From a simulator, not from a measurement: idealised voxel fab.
The following process module bears the name voxel wiring stack.
Square cell edge 5 nm, section width 245 nm, ID cut.
Just so we're on the same page, the cross-sections are grids of square cells, and they're listed out in bands top to bottom, each band one or more rows deep.
First you get the band's top height and its bottom height, in nm, and then the materials it's made of, left to right, with each width in nm. If you see a single material with "throughout", that one covers the band edge to edge. "empty" is empty space.
Heights are reckoned from 0. Under this level, the received wafer is all of one material. The bottommost band is open-ended downward, for example "from 0 down".
The expression "30->40" gives the width at the extremes of the band, the first number at its top row of cells and the second at its bottom row, with the width changing by equal amounts from each row to the next in between.
Reading "identical to before" for a step: not a cell of the cross-section changed in it.
"Voids, sealed" - sealed voids, min. 8 cells, no opening to top; format: width x height at distance (distance from left edge; nm throughout).
Past the settings on a step's line: simulator remark, on that step.
"overlay nm" denotes, for a step that has a mask, the displacement of the mask to the right of its planned place, with negative values corresponding to the left.
Pairs ahead. Before: cross-section ahead of one process step. After: cross-section once the step is done, shown to the lowest changed band only. Under each pair: that step, with settings. Caution: pairs may come from different runs of this module on the same starting wafer; a pair follows the pair above only where its "Status quo ante" entry says so.

## Status quo ante
	from 65 to 60 | empty=40 / Ru=25 / empty=35 / Ru=25 / empty=35 / Ru=25 / empty=60
	from 60 to 40 | lowk=45 / Ru=15 / lowk=45 / Ru=15 / lowk=45 / Ru=15 / lowk=65
	from 40 to 35 | SiCN=45 / Ru=15 / SiCN=45 / Ru=15 / SiCN=45 / Ru=15 / SiCN=65
	from 35 to 15 | SiO2=45 / TiN=5 / W=20 / TiN=5 / SiO2=30 / TiN=5 / W=20 / TiN=5 / SiO2=30 / TiN=5 / W=20 / TiN=5 / SiO2=50
	from 15 to 10 | SiCN=45 / TiN=30 / SiCN=30 / TiN=30 / SiCN=30 / TiN=30 / SiCN=50
	from 10 to 0 | SiO2 throughout
	from 0 down | Si throughout
	Voids, sealed: none

## As Processed
	from 70 to 60 | empty=35 / Ru=35 / empty=25 / Ru=35 / empty=25 / Ru=35 / empty=55
	Heights below 60 show no change.
	Voids, sealed: none
Step, pre vs post cross-sections above: op EPI | material Ru | thk nm 5

Status quo ante: starting point is the after cross-section of the pair just above.

## As Processed
	from 75 to 70 | empty=35 / TiN=35 / empty=25 / TiN=35 / empty=25 / TiN=35 / empty=55
	from 70 to 65 | empty=35 / Ru=35 / empty=25 / Ru=35 / empty=25 / Ru=35 / empty=55
	from 65 to 60 | TiN=35 / Ru=35 / TiN=25 / Ru=35 / TiN=25 / Ru=35 / TiN=55
	Heights below 60 show no change.
	Voids, sealed: none
Step, pre vs post cross-sections above: op DIRECTIONAL_DEP | material TiN | thk nm 5

Status quo ante: starting point is the after cross-section of the pair just above.

## As Processed
	from 100 to 90 | empty=35 / Ru=35 / empty=25 / Ru=35 / empty=25 / Ru=35 / empty=55
	from 90 to 75 | Ru throughout
	from 75 to 70 | Ru=35 / TiN=35 / Ru=25 / TiN=35 / Ru=25 / TiN=35 / Ru=55
	from 70 to 65 | Ru throughout
	Heights below 65 show no change.
	Voids, sealed: none
Step, pre vs post cross-sections above: op DIRECTIONAL_DEP | material Ru | thk nm 25

Status quo ante: starting point is the after cross-section of the pair just above.

## As Processed
	from 115 to 100 | empty=45 / resist=30 / empty=30 / resist=30 / empty=30 / resist=30 / empty=50
	from 100 to 90 | empty=35 / Ru=35 / resist=5 / empty=20 / Ru=35 / resist=5 / empty=20 / Ru=35 / resist=5 / empty=50
	Heights below 90 show no change.
	Voids, sealed: none
Step, pre vs post cross-sections above: op PATTERN | tone cover | mask id METAL_2 | material resist | width nm 30 | pitch nm 60 | thk nm 15 | overlay nm 0

Status quo ante: starting point is the after cross-section of the pair just above.

## As Processed
	from 115 to 100 | empty=45 / resist=30 / empty=30 / resist=30 / empty=30 / resist=30 / empty=50
	from 100 to 90 | empty=45 / Ru=25 / resist=5 / empty=30 / Ru=25 / resist=5 / empty=30 / Ru=25 / resist=5 / empty=50
	from 90 to 75 | empty=45 / Ru=30 / empty=30 / Ru=30 / empty=30 / Ru=30 / empty=50
	from 75 to 70 | empty=35 / TiN=35 / Ru=5 / empty=20 / TiN=35 / Ru=5 / empty=20 / TiN=35 / Ru=5 / empty=50
	from 70 to 65 | empty=35 / Ru=40 / empty=20 / Ru=40 / empty=20 / Ru=40 / empty=50
	Heights below 65 show no change.
	Voids, sealed: none
Step, pre vs post cross-sections above: op DIRECTIONAL_ETCH | etch materials Ru | depth nm 25

Status quo ante: starting point is the after cross-section of the pair just above.

## As Processed
	from 115 to 100 | empty=45 / resist=30 / empty=30 / resist=30 / empty=30 / resist=30 / empty=50
	from 100 to 90 | empty=45 / Ru=25 / resist=5 / empty=30 / Ru=25 / resist=5 / empty=30 / Ru=25 / resist=5 / empty=50
	from 90 to 75 | empty=45 / Ru=30 / empty=30 / Ru=30 / empty=30 / Ru=30 / empty=50
	from 75 to 70 | empty=45 / TiN=25 / Ru=5 / empty=30 / TiN=25 / Ru=5 / empty=30 / TiN=25 / Ru=5 / empty=50
	from 70 to 65 | empty=35 / Ru=40 / empty=20 / Ru=40 / empty=20 / Ru=40 / empty=50
	from 65 to 60 | empty=35 / Ru=35 / TiN=5 / empty=20 / Ru=35 / TiN=5 / empty=20 / Ru=35 / TiN=5 / empty=50
	Heights below 60 show no change.
	Voids, sealed: none
Step, pre vs post cross-sections above: op DIRECTIONAL_ETCH | etch materials TiN | depth nm 5

Status quo ante: starting point is the after cross-section of the pair just above.

## As Processed
	from 100 to 90 | empty=45 / Ru=25 / empty=35 / Ru=25 / empty=35 / Ru=25 / empty=55
	Heights below 90 show no change.
	Voids, sealed: none
Step, pre vs post cross-sections above: op STRIP | etch materials resist

Status quo ante: starting point is the after cross-section of the pair just above.

## As Processed
	from 110 to 100 | lowk throughout
	from 100 to 90 | lowk=45 / Ru=25 / lowk=35 / Ru=25 / lowk=35 / Ru=25 / lowk=55
	from 90 to 75 | lowk=45 / Ru=30 / lowk=30 / Ru=30 / lowk=30 / Ru=30 / lowk=50
	from 75 to 70 | lowk=45 / TiN=25 / Ru=5 / lowk=30 / TiN=25 / Ru=5 / lowk=30 / TiN=25 / Ru=5 / lowk=50
	from 70 to 65 | lowk=35 / Ru=40 / lowk=20 / Ru=40 / lowk=20 / Ru=40 / lowk=50
	from 65 to 60 | lowk=35 / Ru=35 / TiN=5 / lowk=20 / Ru=35 / TiN=5 / lowk=20 / Ru=35 / TiN=5 / lowk=50
	Heights below 60 show no change.
	Voids, sealed: none
Step, pre vs post cross-sections above: op FILL_DEP | material lowk | thk nm 10

Status quo ante: starting point is the after cross-section of the pair just above.

## As Processed
	from 90 to 75 | lowk=45 / Ru=30 / lowk=30 / Ru=30 / lowk=30 / Ru=30 / lowk=50
	Heights below 75 show no change.
	Voids, sealed: none
Step, pre vs post cross-sections above: op CMP | height nm 90

Status quo ante: starting point is the after cross-section of the pair just above.

## As Processed
	from 95 to 90 | SiCN throughout
	Heights below 90 show no change.
	Voids, sealed: none
Step, pre vs post cross-sections above: op CONFORMAL_DEP | material SiCN | thk nm 5

Status quo ante: starting point is the after cross-section of the pair just above.

## As Processed
	from 125 to 95 | SiO2 throughout
	Heights below 95 show no change.
	Voids, sealed: none
Step, pre vs post cross-sections above: op DIRECTIONAL_DEP | material SiO2 | thk nm 30

Status quo ante: starting point is the after cross-section of the pair just above.

## As Processed
	from 145 to 125 | resist=45 / empty=30 / resist=30 / empty=30 / resist=30 / empty=30 / resist=50
	Heights below 125 show no change.
	Voids, sealed: none
Step, pre vs post cross-sections above: op PATTERN | tone open | mask id METAL_3 | material resist | width nm 30 | pitch nm 60 | thk nm 20 | overlay nm 0

Status quo ante: starting point is the after cross-section of the pair just above.

## As Processed
	from 145 to 125 | resist=45 / empty=30 / resist=30 / empty=30 / resist=30 / empty=30 / resist=50
	from 125 to 105 | SiO2=45 / empty=30 / SiO2=30 / empty=30 / SiO2=30 / empty=30 / SiO2=50
	Heights below 105 show no change.
	Voids, sealed: none
Step, pre vs post cross-sections above: op DIRECTIONAL_ETCH | etch materials SiO2 | depth nm 20

Status quo ante: starting point is the after cross-section of the pair just above.

## As Processed
	from 125 to 105 | SiO2=45 / empty=30 / SiO2=30 / empty=30 / SiO2=30 / empty=30 / SiO2=50
	Heights below 105 show no change.
	Voids, sealed: none
Step, pre vs post cross-sections above: op STRIP | etch materials resist

Status quo ante: starting point is the after cross-section of the pair just above.

## As Processed
	from 140 to 125 | resist=45 / empty=15 / resist=45 / empty=15 / resist=45 / empty=15 / resist=65
	from 125 to 105 | SiO2=45 / empty=15 / resist=15 / SiO2=30 / empty=15 / resist=15 / SiO2=30 / empty=15 / resist=15 / SiO2=50
	Heights below 105 show no change.
	Voids, sealed: none
Step, pre vs post cross-sections above: op PATTERN | tone open | mask id METAL_3_HOLES | material resist | width nm 15 | pitch nm 60 | thk nm 15 | overlay nm 0

Status quo ante: starting point is the after cross-section of the pair just above.

## As Processed
	from 140 to 125 | resist=45 / empty=15 / resist=45 / empty=15 / resist=45 / empty=15 / resist=65
	from 125 to 105 | SiO2=45 / empty=15 / resist=15 / SiO2=30 / empty=15 / resist=15 / SiO2=30 / empty=15 / resist=15 / SiO2=50
	from 105 to 95 | SiO2=45 / empty=15 / SiO2=45 / empty=15 / SiO2=45 / empty=15 / SiO2=65
	Heights below 95 show no change.
	Voids, sealed: none
Step, pre vs post cross-sections above: op DIRECTIONAL_ETCH | etch materials SiO2 | depth nm 10

Status quo ante: starting point is the after cross-section of the pair just above.

## As Processed
	from 140 to 125 | resist=45 / empty=15 / resist=45 / empty=15 / resist=45 / empty=15 / resist=65
	from 125 to 105 | SiO2=45 / empty=15 / resist=15 / SiO2=30 / empty=15 / resist=15 / SiO2=30 / empty=15 / resist=15 / SiO2=50
	from 105 to 95 | SiO2=45 / empty=15 / SiO2=45 / empty=15 / SiO2=45 / empty=15 / SiO2=65
	from 95 to 90 | SiCN=45 / empty=15 / SiCN=45 / empty=15 / SiCN=45 / empty=15 / SiCN=65
	Heights below 90 show no change.
	Voids, sealed: none
Step, pre vs post cross-sections above: op DIRECTIONAL_ETCH | etch materials SiCN | depth nm 5

Status quo ante: starting point is the after cross-section of the pair just above.

## As Processed
	from 125 to 105 | SiO2=45 / empty=30 / SiO2=30 / empty=30 / SiO2=30 / empty=30 / SiO2=50
	Heights below 105 show no change.
	Voids, sealed: none
Step, pre vs post cross-sections above: op STRIP | etch materials resist

Status quo ante: starting point is the after cross-section of the pair just above.

## As Processed
	from 130 to 125 | TiN=50 / empty=20 / TiN=40 / empty=20 / TiN=40 / empty=20 / TiN=55
	from 125 to 110 | SiO2=45 / TiN=5 / empty=20 / TiN=5 / SiO2=30 / TiN=5 / empty=20 / TiN=5 / SiO2=30 / TiN=5 / empty=20 / TiN=5 / SiO2=50
	from 110 to 105 | SiO2=45 / TiN=5 / empty=5 / TiN=20 / SiO2=30 / TiN=5 / empty=5 / TiN=20 / SiO2=30 / TiN=5 / empty=5 / TiN=20 / SiO2=50
	from 105 to 95 | SiO2=45 / TiN=5 / empty=5 / TiN=5 / SiO2=45 / TiN=5 / empty=5 / TiN=5 / SiO2=45 / TiN=5 / empty=5 / TiN=5 / SiO2=65
	from 95 to 90 | SiCN=45 / TiN=15 / SiCN=45 / TiN=15 / SiCN=45 / TiN=15 / SiCN=65
	Heights below 90 show no change.
	Voids, sealed: none
Step, pre vs post cross-sections above: op CONFORMAL_DEP | material TiN | thk nm 5

Status quo ante: starting point is the after cross-section of the pair just above.

## As Processed
	from 135 to 130 | Ru throughout
	from 130 to 125 | TiN=50 / Ru=20 / TiN=40 / Ru=20 / TiN=40 / Ru=20 / TiN=55
	from 125 to 110 | SiO2=45 / TiN=5 / Ru=20 / TiN=5 / SiO2=30 / TiN=5 / Ru=20 / TiN=5 / SiO2=30 / TiN=5 / Ru=20 / TiN=5 / SiO2=50
	from 110 to 105 | SiO2=45 / TiN=5 / Ru=5 / TiN=20 / SiO2=30 / TiN=5 / Ru=5 / TiN=20 / SiO2=30 / TiN=5 / Ru=5 / TiN=20 / SiO2=50
	from 105 to 95 | SiO2=45 / TiN=5 / Ru=5 / TiN=5 / SiO2=45 / TiN=5 / Ru=5 / TiN=5 / SiO2=45 / TiN=5 / Ru=5 / TiN=5 / SiO2=65
	Heights below 95 show no change.
	Voids, sealed: none
Step, pre vs post cross-sections above: op FILL_DEP | material Ru | thk nm 5

Status quo ante: starting point is the after cross-section of the pair just above.

## As Processed
	from 125 to 110 | SiO2=45 / TiN=5 / Ru=20 / TiN=5 / SiO2=30 / TiN=5 / Ru=20 / TiN=5 / SiO2=30 / TiN=5 / Ru=20 / TiN=5 / SiO2=50
	Heights below 110 show no change.
	Voids, sealed: none
Step, pre vs post cross-sections above: op CMP | height nm 125

Status quo ante: starting point is the after cross-section of the pair just above.

## As Processed
	from 130 to 125 | SiCN throughout
	Heights below 125 show no change.
	Voids, sealed: none
Step, pre vs post cross-sections above: op CONFORMAL_DEP | material SiCN | thk nm 5

## Status quo ante
	from 90 to 65 | lowk=45 / Ru=30 / lowk=30 / Ru=30 / lowk=30 / Ru=30 / lowk=50
	from 65 to 60 | lowk=45 / TiN=30 / lowk=30 / TiN=30 / lowk=30 / TiN=30 / lowk=50
	from 60 to 40 | lowk=45 / Ru=15 / lowk=45 / Ru=15 / lowk=45 / Ru=15 / lowk=65
	from 40 to 35 | SiCN=45 / Ru=15 / SiCN=45 / Ru=15 / SiCN=45 / Ru=15 / SiCN=65
	from 35 to 15 | SiO2=45 / TiN=5 / W=20 / TiN=5 / SiO2=30 / TiN=5 / W=20 / TiN=5 / SiO2=30 / TiN=5 / W=20 / TiN=5 / SiO2=50
	from 15 to 10 | SiCN=45 / TiN=30 / SiCN=30 / TiN=30 / SiCN=30 / TiN=30 / SiCN=50
	from 10 to 0 | SiO2 throughout
	from 0 down | Si throughout
	Voids, sealed: none

## As Processed
	from 120 to 90 | SiO2 throughout
	Heights below 90 show no change.
	Voids, sealed: none
Step, pre vs post cross-sections above: op DIRECTIONAL_DEP | material SiO2 | thk nm 30

Status quo ante: starting point is the after cross-section of the pair just above.

## As Processed
	from 125 to 120 | SiCN throughout
	Heights below 120 show no change.
	Voids, sealed: none
Step, pre vs post cross-sections above: op CONFORMAL_DEP | material SiCN | thk nm 5

Status quo ante: starting point is the after cross-section of the pair just above.

## As Processed
	from 145 to 125 | resist=45 / empty=30 / resist=30 / empty=30 / resist=30 / empty=30 / resist=50
	Heights below 125 show no change.
	Voids, sealed: none
Step, pre vs post cross-sections above: op PATTERN | tone open | mask id METAL_3 | material resist | width nm 30 | pitch nm 60 | thk nm 20 | overlay nm 0

Status quo ante: starting point is the after cross-section of the pair just above.

## As Processed
	from 125 to 120 | SiCN throughout
	Heights below 120 show no change.
	Voids, sealed: none
Step, pre vs post cross-sections above: op STRIP | etch materials resist

Status quo ante: starting point is the after cross-section of the pair just above.

## As Processed
	from 140 to 125 | resist=45 / empty=15 / resist=45 / empty=15 / resist=45 / empty=15 / resist=65
	Heights below 125 show no change.
	Voids, sealed: none
Step, pre vs post cross-sections above: op PATTERN | tone open | mask id METAL_3_HOLES | material resist | width nm 15 | pitch nm 60 | thk nm 15 | overlay nm 0

Status quo ante: starting point is the after cross-section of the pair just above.

## As Processed
	from 140 to 125 | resist=45 / empty=15 / resist=45 / empty=15 / resist=45 / empty=15 / resist=65
	from 125 to 120 | SiCN=45 / empty=15 / SiCN=45 / empty=15 / SiCN=45 / empty=15 / SiCN=65
	Heights below 120 show no change.
	Voids, sealed: none
Step, pre vs post cross-sections above: op DIRECTIONAL_ETCH | etch materials SiCN | depth nm 5

Status quo ante: starting point is the after cross-section of the pair just above.

## As Processed
	from 125 to 120 | SiCN=45 / empty=15 / SiCN=45 / empty=15 / SiCN=45 / empty=15 / SiCN=65
	Heights below 120 show no change.
	Voids, sealed: none
Step, pre vs post cross-sections above: op STRIP | etch materials resist

Status quo ante: starting point is the after cross-section of the pair just above.

## As Processed
	from 130 to 125 | TiN=50 / empty=5 / TiN=55 / empty=5 / TiN=55 / empty=5 / TiN=70
	from 125 to 120 | SiCN=45 / TiN=15 / SiCN=45 / TiN=15 / SiCN=45 / TiN=15 / SiCN=65
	Heights below 120 show no change.
	Voids, sealed: none
Step, pre vs post cross-sections above: op CONFORMAL_DEP | material TiN | thk nm 5

Status quo ante: starting point is the after cross-section of the pair just above.

## As Processed
	from 135 to 130 | Ru throughout
	from 130 to 125 | TiN=50 / Ru=5 / TiN=55 / Ru=5 / TiN=55 / Ru=5 / TiN=70
	Heights below 125 show no change.
	Voids, sealed: none
Step, pre vs post cross-sections above: op FILL_DEP | material Ru | thk nm 5

Status quo ante: starting point is the after cross-section of the pair just above.

## As Processed
	from 125 to 120 | SiCN=45 / TiN=15 / SiCN=45 / TiN=15 / SiCN=45 / TiN=15 / SiCN=65
	Heights below 120 show no change.
	Voids, sealed: none
Step, pre vs post cross-sections above: op CMP | height nm 125

Status quo ante: starting point is the after cross-section of the pair just above.

## As Processed
	from 130 to 125 | SiCN throughout
	Heights below 125 show no change.
	Voids, sealed: none
Step, pre vs post cross-sections above: op CONFORMAL_DEP | material SiCN | thk nm 5

## Status quo ante
	from 100 to 90 | lowk throughout
	from 90 to 65 | lowk=45 / Ru=30 / lowk=30 / Ru=30 / lowk=30 / Ru=30 / lowk=50
	from 65 to 60 | lowk=45 / TiN=30 / lowk=30 / TiN=30 / lowk=30 / TiN=30 / lowk=50
	from 60 to 40 | lowk=45 / Ru=15 / lowk=45 / Ru=15 / lowk=45 / Ru=15 / lowk=65
	from 40 to 35 | SiCN=45 / Ru=15 / SiCN=45 / Ru=15 / SiCN=45 / Ru=15 / SiCN=65
	from 35 to 15 | SiO2=45 / TiN=5 / W=20 / TiN=5 / SiO2=30 / TiN=5 / W=20 / TiN=5 / SiO2=30 / TiN=5 / W=20 / TiN=5 / SiO2=50
	from 15 to 10 | SiCN=45 / TiN=30 / SiCN=30 / TiN=30 / SiCN=30 / TiN=30 / SiCN=50
	from 10 to 0 | SiO2 throughout
	from 0 down | Si throughout
	Voids, sealed: none

## As Processed
	from 80 to 65 | lowk=45 / Ru=30 / lowk=30 / Ru=30 / lowk=30 / Ru=30 / lowk=50
	Heights below 65 show no change.
	Voids, sealed: none
Step, pre vs post cross-sections above: op CMP | height nm 80

Status quo ante: starting point is the after cross-section of the pair just above.

## As Processed
	from 85 to 80 | SiCN throughout
	Heights below 80 show no change.
	Voids, sealed: none
Step, pre vs post cross-sections above: op CONFORMAL_DEP | material SiCN | thk nm 5

Status quo ante: starting point is the after cross-section of the pair just above.

## As Processed
	from 115 to 85 | SiO2 throughout
	Heights below 85 show no change.
	Voids, sealed: none
Step, pre vs post cross-sections above: op DIRECTIONAL_DEP | material SiO2 | thk nm 30

Status quo ante: starting point is the after cross-section of the pair just above.

## As Processed
	from 135 to 115 | resist=45 / empty=30 / resist=30 / empty=30 / resist=30 / empty=30 / resist=50
	Heights below 115 show no change.
	Voids, sealed: none
Step, pre vs post cross-sections above: op PATTERN | tone open | mask id METAL_3 | material resist | width nm 30 | pitch nm 60 | thk nm 20 | overlay nm 0

Status quo ante: starting point is the after cross-section of the pair just above.

## As Processed
	from 135 to 115 | resist=45 / empty=30 / resist=30 / empty=30 / resist=30 / empty=30 / resist=50
	from 115 to 95 | SiO2=45 / empty=30 / SiO2=30 / empty=30 / SiO2=30 / empty=30 / SiO2=50
	Heights below 95 show no change.
	Voids, sealed: none
Step, pre vs post cross-sections above: op DIRECTIONAL_ETCH | etch materials SiO2 | depth nm 20

Status quo ante: starting point is the after cross-section of the pair just above.

## As Processed
	from 115 to 95 | SiO2=45 / empty=30 / SiO2=30 / empty=30 / SiO2=30 / empty=30 / SiO2=50
	Heights below 95 show no change.
	Voids, sealed: none
Step, pre vs post cross-sections above: op STRIP | etch materials resist

Status quo ante: starting point is the after cross-section of the pair just above.

## As Processed
	from 130 to 115 | resist=45 / empty=15 / resist=45 / empty=15 / resist=45 / empty=15 / resist=65
	from 115 to 95 | SiO2=45 / empty=15 / resist=15 / SiO2=30 / empty=15 / resist=15 / SiO2=30 / empty=15 / resist=15 / SiO2=50
	Heights below 95 show no change.
	Voids, sealed: none
Step, pre vs post cross-sections above: op PATTERN | tone open | mask id METAL_3_HOLES | material resist | width nm 15 | pitch nm 60 | thk nm 15 | overlay nm 0

Status quo ante: starting point is the after cross-section of the pair just above.

## As Processed
	from 130 to 115 | resist=45 / empty=15 / resist=45 / empty=15 / resist=45 / empty=15 / resist=65
	from 115 to 95 | SiO2=45 / empty=15 / resist=15 / SiO2=30 / empty=15 / resist=15 / SiO2=30 / empty=15 / resist=15 / SiO2=50
	from 95 to 85 | SiO2=45 / empty=15 / SiO2=45 / empty=15 / SiO2=45 / empty=15 / SiO2=65
	Heights below 85 show no change.
	Voids, sealed: none
Step, pre vs post cross-sections above: op DIRECTIONAL_ETCH | etch materials SiO2 | depth nm 10

Status quo ante: starting point is the after cross-section of the pair just above.

## As Processed
	from 130 to 115 | resist=45 / empty=15 / resist=45 / empty=15 / resist=45 / empty=15 / resist=65
	from 115 to 95 | SiO2=45 / empty=15 / resist=15 / SiO2=30 / empty=15 / resist=15 / SiO2=30 / empty=15 / resist=15 / SiO2=50
	from 95 to 85 | SiO2=45 / empty=15 / SiO2=45 / empty=15 / SiO2=45 / empty=15 / SiO2=65
	from 85 to 80 | SiCN=45 / empty=15 / SiCN=45 / empty=15 / SiCN=45 / empty=15 / SiCN=65
	Heights below 80 show no change.
	Voids, sealed: none
Step, pre vs post cross-sections above: op DIRECTIONAL_ETCH | etch materials SiCN | depth nm 5

Status quo ante: starting point is the after cross-section of the pair just above.

## As Processed
	from 115 to 95 | SiO2=45 / empty=30 / SiO2=30 / empty=30 / SiO2=30 / empty=30 / SiO2=50
	Heights below 95 show no change.
	Voids, sealed: none
Step, pre vs post cross-sections above: op STRIP | etch materials resist

Status quo ante: starting point is the after cross-section of the pair just above.

## As Processed
	from 120 to 115 | TiN=50 / empty=20 / TiN=40 / empty=20 / TiN=40 / empty=20 / TiN=55
	from 115 to 100 | SiO2=45 / TiN=5 / empty=20 / TiN=5 / SiO2=30 / TiN=5 / empty=20 / TiN=5 / SiO2=30 / TiN=5 / empty=20 / TiN=5 / SiO2=50
	from 100 to 95 | SiO2=45 / TiN=5 / empty=5 / TiN=20 / SiO2=30 / TiN=5 / empty=5 / TiN=20 / SiO2=30 / TiN=5 / empty=5 / TiN=20 / SiO2=50
	from 95 to 85 | SiO2=45 / TiN=5 / empty=5 / TiN=5 / SiO2=45 / TiN=5 / empty=5 / TiN=5 / SiO2=45 / TiN=5 / empty=5 / TiN=5 / SiO2=65
	from 85 to 80 | SiCN=45 / TiN=15 / SiCN=45 / TiN=15 / SiCN=45 / TiN=15 / SiCN=65
	Heights below 80 show no change.
	Voids, sealed: none
Step, pre vs post cross-sections above: op CONFORMAL_DEP | material TiN | thk nm 5

Status quo ante: starting point is the after cross-section of the pair just above.

## As Processed
	from 125 to 120 | Ru throughout
	from 120 to 115 | TiN=50 / Ru=20 / TiN=40 / Ru=20 / TiN=40 / Ru=20 / TiN=55
	from 115 to 100 | SiO2=45 / TiN=5 / Ru=20 / TiN=5 / SiO2=30 / TiN=5 / Ru=20 / TiN=5 / SiO2=30 / TiN=5 / Ru=20 / TiN=5 / SiO2=50
	from 100 to 95 | SiO2=45 / TiN=5 / Ru=5 / TiN=20 / SiO2=30 / TiN=5 / Ru=5 / TiN=20 / SiO2=30 / TiN=5 / Ru=5 / TiN=20 / SiO2=50
	from 95 to 85 | SiO2=45 / TiN=5 / Ru=5 / TiN=5 / SiO2=45 / TiN=5 / Ru=5 / TiN=5 / SiO2=45 / TiN=5 / Ru=5 / TiN=5 / SiO2=65
	Heights below 85 show no change.
	Voids, sealed: none
Step, pre vs post cross-sections above: op FILL_DEP | material Ru | thk nm 5

Status quo ante: starting point is the after cross-section of the pair just above.

## As Processed
	from 130 to 125 | SiCN throughout
	Heights below 125 show no change.
	Voids, sealed: none
Step, pre vs post cross-sections above: op CONFORMAL_DEP | material SiCN | thk nm 5

## Status quo ante
	from 125 to 95 | SiO2 throughout
	from 95 to 90 | SiCN throughout
	from 90 to 65 | lowk=45 / Ru=30 / lowk=30 / Ru=30 / lowk=30 / Ru=30 / lowk=50
	from 65 to 60 | lowk=45 / TiN=30 / lowk=30 / TiN=30 / lowk=30 / TiN=30 / lowk=50
	from 60 to 40 | lowk=45 / Ru=15 / lowk=45 / Ru=15 / lowk=45 / Ru=15 / lowk=65
	from 40 to 35 | SiCN=45 / Ru=15 / SiCN=45 / Ru=15 / SiCN=45 / Ru=15 / SiCN=65
	from 35 to 15 | SiO2=45 / TiN=5 / W=20 / TiN=5 / SiO2=30 / TiN=5 / W=20 / TiN=5 / SiO2=30 / TiN=5 / W=20 / TiN=5 / SiO2=50
	from 15 to 10 | SiCN=45 / TiN=30 / SiCN=30 / TiN=30 / SiCN=30 / TiN=30 / SiCN=50
	from 10 to 0 | SiO2 throughout
	from 0 down | Si throughout
	Voids, sealed: none

## As Processed
	from 145 to 125 | resist=50 / empty=20 / resist=40 / empty=20 / resist=40 / empty=20 / resist=55
	Heights below 125 show no change.
	Voids, sealed: none
Step, pre vs post cross-sections above: op PATTERN | tone open | mask id METAL_3 | material resist | width nm 20 | pitch nm 60 | thk nm 20 | overlay nm 0

Status quo ante: starting point is the after cross-section of the pair just above.

## As Processed
	from 145 to 125 | resist=50 / empty=20 / resist=40 / empty=20 / resist=40 / empty=20 / resist=55
	from 125 to 105 | SiO2=50 / empty=20 / SiO2=40 / empty=20 / SiO2=40 / empty=20 / SiO2=55
	Heights below 105 show no change.
	Voids, sealed: none
Step, pre vs post cross-sections above: op DIRECTIONAL_ETCH | etch materials SiO2 | depth nm 20

Status quo ante: starting point is the after cross-section of the pair just above.

## As Processed
	from 125 to 105 | SiO2=50 / empty=20 / SiO2=40 / empty=20 / SiO2=40 / empty=20 / SiO2=55
	Heights below 105 show no change.
	Voids, sealed: none
Step, pre vs post cross-sections above: op STRIP | etch materials resist

Status quo ante: starting point is the after cross-section of the pair just above.

## As Processed
	from 140 to 125 | resist=45 / empty=15 / resist=45 / empty=15 / resist=45 / empty=15 / resist=65
	from 125 to 105 | SiO2=50 / empty=10 / resist=10 / SiO2=40 / empty=10 / resist=10 / SiO2=40 / empty=10 / resist=10 / SiO2=55
	Heights below 105 show no change.
	Voids, sealed: none
Step, pre vs post cross-sections above: op PATTERN | tone open | mask id METAL_3_HOLES | material resist | width nm 15 | pitch nm 60 | thk nm 15 | overlay nm 0

Status quo ante: starting point is the after cross-section of the pair just above.

## As Processed
	from 140 to 125 | resist=45 / empty=15 / resist=45 / empty=15 / resist=45 / empty=15 / resist=65
	from 125 to 115 | SiO2=45 / empty=15 / resist=10 / SiO2=35 / empty=15 / resist=10 / SiO2=35 / empty=15 / resist=10 / SiO2=55
	from 115 to 105 | SiO2=50 / empty=10 / resist=10 / SiO2=40 / empty=10 / resist=10 / SiO2=40 / empty=10 / resist=10 / SiO2=55
	from 105 to 95 | SiO2=50 / empty=10 / SiO2=50 / empty=10 / SiO2=50 / empty=10 / SiO2=65
	Heights below 95 show no change.
	Voids, sealed: none
Step, pre vs post cross-sections above: op DIRECTIONAL_ETCH | etch materials SiO2 | depth nm 10

Status quo ante: starting point is the after cross-section of the pair just above.

## As Processed
	from 140 to 125 | resist=45 / empty=15 / resist=45 / empty=15 / resist=45 / empty=15 / resist=65
	from 125 to 115 | SiO2=45 / empty=15 / resist=10 / SiO2=35 / empty=15 / resist=10 / SiO2=35 / empty=15 / resist=10 / SiO2=55
	from 115 to 105 | SiO2=50 / empty=10 / resist=10 / SiO2=40 / empty=10 / resist=10 / SiO2=40 / empty=10 / resist=10 / SiO2=55
	from 105 to 95 | SiO2=50 / empty=10 / SiO2=50 / empty=10 / SiO2=50 / empty=10 / SiO2=65
	from 95 to 90 | SiCN=50 / empty=10 / SiCN=50 / empty=10 / SiCN=50 / empty=10 / SiCN=65
	Heights below 90 show no change.
	Voids, sealed: none
Step, pre vs post cross-sections above: op DIRECTIONAL_ETCH | etch materials SiCN | depth nm 5

Status quo ante: starting point is the after cross-section of the pair just above.

## As Processed
	from 125 to 115 | SiO2=45 / empty=25 / SiO2=35 / empty=25 / SiO2=35 / empty=25 / SiO2=55
	from 115 to 105 | SiO2=50 / empty=20 / SiO2=40 / empty=20 / SiO2=40 / empty=20 / SiO2=55
	Heights below 105 show no change.
	Voids, sealed: none
Step, pre vs post cross-sections above: op STRIP | etch materials resist

Status quo ante: starting point is the after cross-section of the pair just above.

## As Processed
	from 130 to 125 | TiN=50 / empty=15 / TiN=45 / empty=15 / TiN=45 / empty=15 / TiN=60
	from 125 to 115 | SiO2=45 / TiN=5->10 / empty=15->10 / TiN=5 / SiO2=35 / TiN=5->10 / empty=15->10 / TiN=5 / SiO2=35 / TiN=5->10 / empty=15->10 / TiN=5 / SiO2=55
	from 115 to 110 | SiO2=50 / TiN=5 / empty=10 / TiN=5 / SiO2=40 / TiN=5 / empty=10 / TiN=5 / SiO2=40 / TiN=5 / empty=10 / TiN=5 / SiO2=55
	from 110 to 105 | SiO2=50 / TiN=20 / SiO2=40 / TiN=20 / SiO2=40 / TiN=20 / SiO2=55
	from 105 to 95 | SiO2=50 / TiN=10 / SiO2=50 / TiN=10 / SiO2=50 / TiN=10 / SiO2=65
	from 95 to 90 | SiCN=50 / TiN=10 / SiCN=50 / TiN=10 / SiCN=50 / TiN=10 / SiCN=65
	Heights below 90 show no change.
	Voids, sealed: none
Step, pre vs post cross-sections above: op CONFORMAL_DEP | material TiN | thk nm 5
